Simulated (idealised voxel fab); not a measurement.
Process module name: voxel air gaps
Shown is cross-section cut, with a width of 220 nm and square cells of size 5 nm.
Each cross-section below is a grid of square cells, stated as bands in top-down order, with one or more rows of cells making up each band. Top, bottom (nm), then materials left to right with widths (nm); lone material tagged "edge to edge" fills the whole band edge to edge; "blank" = empty space. Heights from 0 (as-received wafer is one material below). Bottom band endless downward, as "0 nm and below". Think of "30 to 40" as a width that walks from the first number to the second as you go down the band, top row to bottom row, taking equal-sized steps from row to row. For the purposes of this document, the phrase "nothing changed" attached to a step denotes that no cell within the cross-section was modified by that step. What "Closed empty spaces" gives you is every empty space of 8 cells or more that is cut off from the top. Each appears as width x height at distance, with the distance taken from the left edge and width, height and distance all in nm. Post-settings text on a step line: simulator's own remark regarding the step. Regarding "overlay nm": on a step with a mask, it is the distance the mask lay to the right of its planned place; a negative value places it to the left.

Below is the list of planned process steps:
1) RECEIVE with material Si
2) CONFORMAL_DEP with material SiO2, thk nm 15
3) CONFORMAL_DEP with material SiN, thk nm 5
4) DIRECTIONAL_DEP with material SiO2, thk nm 35
5) DIRECTIONAL_DEP with material aC, thk nm 15
6) PATTERN with tone open, mask id LINES, material resist, width nm 20, pitch nm 50, thk nm 30, overlay nm 0
7) DIRECTIONAL_ETCH with etch materials aC, depth nm 15
8) STRIP with etch materials resist
9) DIRECTIONAL_ETCH with etch materials SiO2, depth nm 35
10) STRIP with etch materials aC
11) CONFORMAL_DEP with material TiN, thk nm 5
12) FILL_DEP with material W, thk nm 10
13) CMP with height nm 55
14) EPI with material Ru, thk nm 10
15) SELECTIVE_ETCH with etch materials SiO2, depth nm 45
16) CONFORMAL_DEP with material SiCN, thk nm 5

What follows covers the first of two wafers; it ran as planned:

As-received state of the wafer in cross-section, equivalent to post-step 1:
	0 nm and below = Si edge to edge
	Closed empty spaces: none

The wafer in cross-section once step 2 is complete:
	15 nm to 0 nm = SiO2 edge to edge
	Below a height of 0, the structure has not been altered.

The wafer in cross-section once step 3 is complete:
	20 nm to 15 nm = SiN edge to edge
	Below a height of 15, the structure has not been altered.

The wafer in cross-section once step 4 is complete:
	55 nm to 20 nm = SiO2 edge to edge
	Below a height of 20, the structure has not been altered.

The wafer in cross-section once step 5 is complete:
	70 nm to 55 nm = aC edge to edge
	Below a height of 55, the structure has not been altered.

The wafer in cross-section once step 6 is complete:
	100 nm to 70 nm = 25 of resist  20 of blank  30 of resist  20 of blank  30 of resist  20 of blank  30 of resist  20 of blank  25 of resist
	Below a height of 70, the structure has not been altered.

The wafer in cross-section once step 7 is complete:
	85 nm to 70 nm = 25 of resist  20 of blank  30 of resist  20 of blank  30 of resist  20 of blank  30 of resist  20 of blank  25 of resist
	70 nm to 55 nm = 25 of aC  20 of blank  30 of aC  20 of blank  30 of aC  20 of blank  30 of aC  20 of blank  25 of aC
	Below a height of 55, the structure has not been altered.

The wafer in cross-section once step 8 is complete:
	70 nm to 55 nm = 25 of aC  20 of blank  30 of aC  20 of blank  30 of aC  20 of blank  30 of aC  20 of blank  25 of aC
	Below a height of 55, the structure has not been altered.

The wafer in cross-section once step 9 is complete:
	70 nm to 55 nm = 25 of aC  20 of blank  30 of aC  20 of blank  30 of aC  20 of blank  30 of aC  20 of blank  25 of aC
	55 nm to 20 nm = 25 of SiO2  20 of blank  30 of SiO2  20 of blank  30 of SiO2  20 of blank  30 of SiO2  20 of blank  25 of SiO2
	Below a height of 20, the structure has not been altered.

The wafer in cross-section once step 10 is complete:
	55 nm to 20 nm = 25 of SiO2  20 of blank  30 of SiO2  20 of blank  30 of SiO2  20 of blank  30 of SiO2  20 of blank  25 of SiO2
	Below a height of 20, the structure has not been altered.

The wafer in cross-section once step 11 is complete:
	60 nm to 55 nm = 30 of TiN  10 of blank  40 of TiN  10 of blank  40 of TiN  10 of blank  40 of TiN  10 of blank  30 of TiN
	55 nm to 25 nm = 25 of SiO2  5 of TiN  10 of blank  5 of TiN  30 of SiO2  5 of TiN  10 of blank  5 of TiN  30 of SiO2  5 of TiN  10 of blank  5 of TiN  30 of SiO2  5 of TiN  10 of blank  5 of TiN  25 of SiO2
	25 nm to 20 nm = 25 of SiO2  20 of TiN  30 of SiO2  20 of TiN  30 of SiO2  20 of TiN  30 of SiO2  20 of TiN  25 of SiO2
	Below a height of 20, the structure has not been altered.

The wafer in cross-section once step 12 is complete:
	70 nm to 60 nm = W edge to edge
	60 nm to 55 nm = 30 of TiN  10 of W  40 of TiN  10 of W  40 of TiN  10 of W  40 of TiN  10 of W  30 of TiN
	55 nm to 25 nm = 25 of SiO2  5 of TiN  10 of W  5 of TiN  30 of SiO2  5 of TiN  10 of W  5 of TiN  30 of SiO2  5 of TiN  10 of W  5 of TiN  30 of SiO2  5 of TiN  10 of W  5 of TiN  25 of SiO2
	Below a height of 25, the structure has not been altered.

The wafer in cross-section once step 13 is complete:
	55 nm to 25 nm = 25 of SiO2  5 of TiN  10 of W  5 of TiN  30 of SiO2  5 of TiN  10 of W  5 of TiN  30 of SiO2  5 of TiN  10 of W  5 of TiN  30 of SiO2  5 of TiN  10 of W  5 of TiN  25 of SiO2
	Below a height of 25, the structure has not been altered.

The wafer in cross-section once step 14 is complete:
	65 nm to 55 nm = 15 of blank  40 of Ru  10 of blank  40 of Ru  10 of blank  40 of Ru  10 of blank  40 of Ru  15 of blank
	Below a height of 55, the structure has not been altered.

The wafer in cross-section once step 15 is complete:
	65 nm to 55 nm = 15 of blank  40 of Ru  10 of blank  40 of Ru  10 of blank  40 of Ru  10 of blank  40 of Ru  15 of blank
	55 nm to 25 nm = 25 of blank  5 of TiN  10 of W  5 of TiN  30 of blank  5 of TiN  10 of W  5 of TiN  30 of blank  5 of TiN  10 of W  5 of TiN  30 of blank  5 of TiN  10 of W  5 of TiN  25 of blank
	25 nm to 20 nm = 25 of blank  20 of TiN  30 of blank  20 of TiN  30 of blank  20 of TiN  30 of blank  20 of TiN  25 of blank
	Below a height of 20, the structure has not been altered.

The wafer in cross-section once step 16 is complete:
	70 nm to 65 nm = 10 of blank  200 of SiCN  10 of blank
	65 nm to 55 nm = 10 of blank  5 of SiCN  40 of Ru  10 of SiCN  40 of Ru  10 of SiCN  40 of Ru  10 of SiCN  40 of Ru  5 of SiCN  10 of blank
	55 nm to 50 nm = 10 of blank  15 of SiCN  5 of TiN  10 of W  5 of TiN  30 of SiCN  5 of TiN  10 of W  5 of TiN  30 of SiCN  5 of TiN  10 of W  5 of TiN  30 of SiCN  5 of TiN  10 of W  5 of TiN  15 of SiCN  10 of blank
	50 nm to 25 nm = 20 of blank  5 of SiCN  5 of TiN  10 of W  5 of TiN  5 of SiCN  20 of blank  5 of SiCN  5 of TiN  10 of W  5 of TiN  5 of SiCN  20 of blank  5 of SiCN  5 of TiN  10 of W  5 of TiN  5 of SiCN  20 of blank  5 of SiCN  5 of TiN  10 of W  5 of TiN  5 of SiCN  20 of blank
	25 nm to 20 nm = 25 of SiCN  20 of TiN  30 of SiCN  20 of TiN  30 of SiCN  20 of TiN  30 of SiCN  20 of TiN  25 of SiCN
	Below a height of 20, the structure has not been altered.
	Closed empty spaces: 20 x 25 at 50; 20 x 25 at 100; 20 x 25 at 150

Second wafer - shared start and plan with the first - one error in running - same as the first up to step 12 inclusive:

when step 13 should have ended:
	65 nm to 60 nm = W edge to edge
	Below a height of 60, the structure has not been altered.

when step 14 should have ended:
	75 nm to 65 nm = Ru edge to edge
	Below a height of 65, the structure has not been altered.

when step 15 should have ended: nothing changed

when step 16 should have ended:
	80 nm to 75 nm = SiCN edge to edge
	Below a height of 75, the structure has not been altered.
In executing the process, a mistake was made relative to the plan: rather than as planned, step 13 actually ran as CMP with height nm 65
Final wafer comparison in cells, second versus first, more or fewer per material: Ru +24; SiCN -104; SiO2 +196; TiN +36; W +52
Final closed voids: first wafer 3, second wafer 0.
